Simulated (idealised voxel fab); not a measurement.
Name of the process module below: voxel fin reveal
Cross-sectional view cut (width: 165 nm; square cell size: 5 nm).
In what follows, cross-sections appear as grids of square cells, described through bands that run from the top down, where every band is one or more rows of cells.
The entry gives the band's vertical extent as a top height and a bottom height in nm, then its horizontal make-up as materials from left to right, each with a width in nm. "empty" stands for empty space; a single material marked "edge to edge" fills the band edge to edge.
Measure heights from 0. That's the level where, below it, the as-received wafer is all one material. The lowest band is bottomless and extends downward; write it as in "z 0 and below".
Think of "30->40" as a width that walks from the first number to the second as you go down the band, top row to bottom row, taking equal-sized steps from row to row.
"remained the same" means the step left every cell of the cross-section as it was.
Unvented internal voids: empty space of 8 cells or more with no open way to the top, each as width x height at its distance from the left edge, in nm
Formally, on a step line, whatever follows the settings is a remark that the simulator itself makes on the step.
Each step line may optionally specify "overlay nm", which for a step with a mask gives the rightward distance between the mask's planned place and where it lay, a negative value indicating the leftward direction.
## Steps in the process plan
- 1: RECEIVE | material Si
- 2: CONFORMAL_DEP | material SiN | thk nm 5
- 3: MASKED_ETCH | tone cover | mask id FINS | width nm 15 | pitch nm 40 | etch materials SiN | depth nm 5 | overlay nm 0
- 4: MASKED_ETCH | tone cover | mask id FINS | width nm 15 | pitch nm 40 | etch materials Si | depth nm 40 | overlay nm 0
- 5: OXIDIZE | depth nm 5
- 6: FILL_DEP | material SiO2 | thk nm 10
- 7: CMP | height nm 5
- 8: SELECTIVE_ETCH | etch materials SiO2 | depth nm 25
- 9: STRIP | etch materials SiN
- 10: CONFORMAL_DEP | material SiO2 | thk nm 5
## Incoming wafer in cross-section (state: after step 1)
  z 0 and below  Si edge to edge
  Unvented internal voids: none
## Module complete - cross-section of the first of two wafers, run according to plan
  z 5 to 0  55 of empty  15 of SiO2  25 of empty  15 of SiO2  55 of empty
  z 0 to -15  55 of empty  5 of SiO2  5 of Si  5 of SiO2  25 of empty  5 of SiO2  5 of Si  5 of SiO2  55 of empty
  z -15 to -45  60 of SiO2  5 of Si  35 of SiO2  5 of Si  60 of SiO2
  z -45 and below  Si edge to edge
  Unvented internal voids: none
## Module end: cross-section of wafer two of two. Same start and process plan as the first wafer. One mistake during execution
  z 5 to 0  55 of empty  15 of SiO2  25 of empty  15 of SiO2  55 of empty
  z 0 to -15  55 of empty  5 of SiO2  5 of Si  5 of SiO2  25 of empty  5 of SiO2  5 of Si  5 of SiO2  55 of empty
  z -15 to -20  35 of SiO2  20 of empty  5 of SiO2  5 of Si  5 of SiO2  25 of empty  5 of SiO2  5 of Si  5 of SiO2  20 of empty  35 of SiO2
  z -20 to -45  60 of SiO2  5 of Si  35 of SiO2  5 of Si  60 of SiO2
  z -45 and below  Si edge to edge
  Unvented internal voids: none
Short version of what went wrong: deviation from plan: step 9 and step 8 executed in one another's positions
Counted in cells at the end, the second wafer holds more or fewer of these materials than the first: -13 SiO2
